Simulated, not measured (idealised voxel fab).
process module | voxel local oxidation
cross-section cut | 205 nm wide | cells 5 nm
A cross-section is a grid of square cells, given in bands from the top down. A band is one or more rows of cells.
Each band's line starts with the height of the band's top and of its bottom, in nm. Then come its materials from left to right, each with its width in nm. One material with "throughout" fills the band from edge to edge. "air" is empty space.
Height 0 is the level under which the wafer as received is all one material. The lowest band goes on downwards, as in "0 down".
A width such as "30 to 40" changes by the same amount from each row of cells to the next, from the band's top row to its bottom row.
"no change" after a step means that no cell of the cross-section changed.
closed voids: empty space of 8 cells or more with no open way to the top, each as width x height at its distance from the left edge, in nm
after a step's settings: what the simulator itself notes on the step
overlay nm, on a step with a mask: how far to the right of its planned place the mask lay; to the left if negative
plan
1 op RECEIVE | material Si
2 op OXIDIZE | depth nm 5
3 op CONFORMAL_DEP | material SiN | thk nm 15
4 op DIRECTIONAL_DEP | material aC | thk nm 10
5 op PATTERN | tone cover | mask id ACTIVE | material resist | width nm 130 | thk nm 30 | overlay nm 0
6 op DIRECTIONAL_ETCH | etch materials aC | depth nm 10
7 op STRIP | etch materials resist
8 op DIRECTIONAL_ETCH | etch materials SiN | depth nm 15
9 op STRIP | etch materials aC
10 op SELECTIVE_ETCH | etch materials SiO2 | depth nm 5
11 op OXIDIZE | depth nm 10
12 op STRIP | etch materials SiN
first wafer, as planned
as received, after step 1
  0 down: Si throughout
  closed voids: none
after step 2
  0 to -5: SiO2 throughout
  below -5: unchanged
after step 3
  15 to 0: SiN throughout
  below 0: unchanged
after step 4
  25 to 15: aC throughout
  below 15: unchanged
after step 5
  55 to 25: air 35 | resist 130 | air 40
  below 25: unchanged
after step 6
  45 to 25: air 35 | resist 130 | air 40
  25 to 15: air 35 | aC 130 | air 40
  below 15: unchanged
after step 7
  25 to 15: air 35 | aC 130 | air 40
  below 15: unchanged
after step 8
  25 to 15: air 35 | aC 130 | air 40
  15 to 0: air 35 | SiN 130 | air 40
  below 0: unchanged
after step 9
  15 to 0: air 35 | SiN 130 | air 40
  below 0: unchanged
after step 10
  15 to 0: air 35 | SiN 130 | air 40
  0 to -5: air 40 | SiO2 120 | air 45
  below -5: unchanged
after step 11
  15 to 0: air 35 | SiN 130 | air 40
  0 to -5: air 40 | SiO2 120 | air 45
  -5 to -15: SiO2 50 | Si 100 | SiO2 55
  below -15: unchanged
after step 12
  0 to -5: air 40 | SiO2 120 | air 45
  below -5: unchanged
second wafer: like start, like plan, one mistake. Through step 1 it matches the first wafer
when step 2 should have ended
  0 to -5: SiO2 throughout
  below -5: unchanged
when step 3 should have ended
  15 to 0: SiN throughout
  below 0: unchanged
when step 4 should have ended
  25 to 15: aC throughout
  below 15: unchanged
when step 5 should have ended
  55 to 25: air 35 | resist 130 | air 40
  below 25: unchanged
when step 6 should have ended
  45 to 25: air 35 | resist 130 | air 40
  25 to 15: air 35 | aC 130 | air 40
  below 15: unchanged
when step 7 should have ended
  25 to 15: air 35 | aC 130 | air 40
  below 15: unchanged
when step 8 should have ended
  25 to 15: air 35 | aC 130 | air 40
  15 to 0: air 35 | SiN 130 | air 40
  below 0: unchanged
when step 9 should have ended
  15 to 0: air 35 | SiN 130 | air 40
  below 0: unchanged
when step 10 should have ended
  15 to 0: air 35 | SiN 130 | air 40
  0 to -5: air 40 | SiO2 120 | air 45
  below -5: unchanged
when step 11 should have ended
  15 to 0: air 35 | SiN 130 | air 40
  0 to -5: air 40 | SiO2 120 | air 45
  -5 to -15: SiO2 50 | Si 100 | SiO2 55
  below -15: unchanged
when step 12 should have ended
  0 to -5: air 40 | SiO2 120 | air 45
  below -5: unchanged
what went wrong: step 2 was run twice
at the end the two cross-sections are the same: no effect in what this model computes
